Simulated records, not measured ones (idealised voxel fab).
Module name: voxel released beams (process module)
Pictured: cross-section cut, 165 nm wide, on a grid of 5 nm square cells.
Cross-sections here: square-cell grids, written as top-down lists of bands, a band being one or more rows of cells. Basically the band line says how high the top is and how high the bottom is, in nm, and then what's in it from left to right, every material with its width in nm. Empty space shows up as "blank", and if a single material carries "full width" it runs the full band edge to edge. Heights are measured from 0, the level below which the as-received wafer is all one material; the lowest band has no bottom and continues downward, written as in "0 -> down". A width given as "30->40" starts at the first number in the band's top row and ends at the second number in its bottom row, shifting by an equal amount at every step from row to row. What does "no alteration" mean for a step? It means no cell of the cross-section changed in that step. For the entry "Tabulated closed voids", the listed items are empty spaces with no open way to the top whose size is 8 cells or more; each item follows the pattern width x height at distance, where distance is from the left edge and all three are in nm. Post-settings text on a step line: simulator's own remark regarding the step. "overlay nm", when on a step's line for a step with a mask, measures how far to the right of its planned place the mask lay; a negative measure means to the left.

The planned process steps are enumerated hereunder:
1. RECEIVE | material Si
2. CONFORMAL_DEP | material SiN | thk nm 5
3. DIRECTIONAL_DEP | material SiO2 | thk nm 20
4. MASKED_ETCH | tone open | mask id ANCHOR | width nm 35 | etch materials SiO2 | depth nm 20 | overlay nm 0
5. CONFORMAL_DEP | material polySi | thk nm 15
6. MASKED_ETCH | tone cover | mask id BEAM | width nm 95 | etch materials polySi | depth nm 15 | overlay nm 0
7. STRIP | etch materials SiO2

Incoming wafer in cross-section (state: after step 1):
  0 -> down | Si full width
  Tabulated closed voids: none

Cross-section, first of two wafers, end of module, run as planned:
  40 -> 25 | 30 nm blank, 20 nm polySi, 5 nm blank, 70 nm polySi, 40 nm blank
  25 -> 20 | 35 nm blank, 15 nm polySi, 5 nm blank, 15 nm polySi, 95 nm blank
  20 -> 5 | 35 nm blank, 35 nm polySi, 95 nm blank
  5 -> 0 | SiN full width
  0 -> down | Si full width
  Tabulated closed voids: none

So this is wafer number two of the two, cut at the end of the module - it started where the first did and had the same plan, we just got one thing wrong running it:
  40 -> 25 | 30 nm blank, 95 nm polySi, 40 nm blank
  25 -> 5 | polySi full width
  5 -> 0 | SiN full width
  0 -> down | Si full width
  Tabulated closed voids: none
Want to know what went wrong? in deviation from the planned setting, step 3 was conducted as DIRECTIONAL_DEP | material polySi | thk nm 20
End check, counted in cells, second wafer has more or fewer of these materials than the first: 108 more of polySi
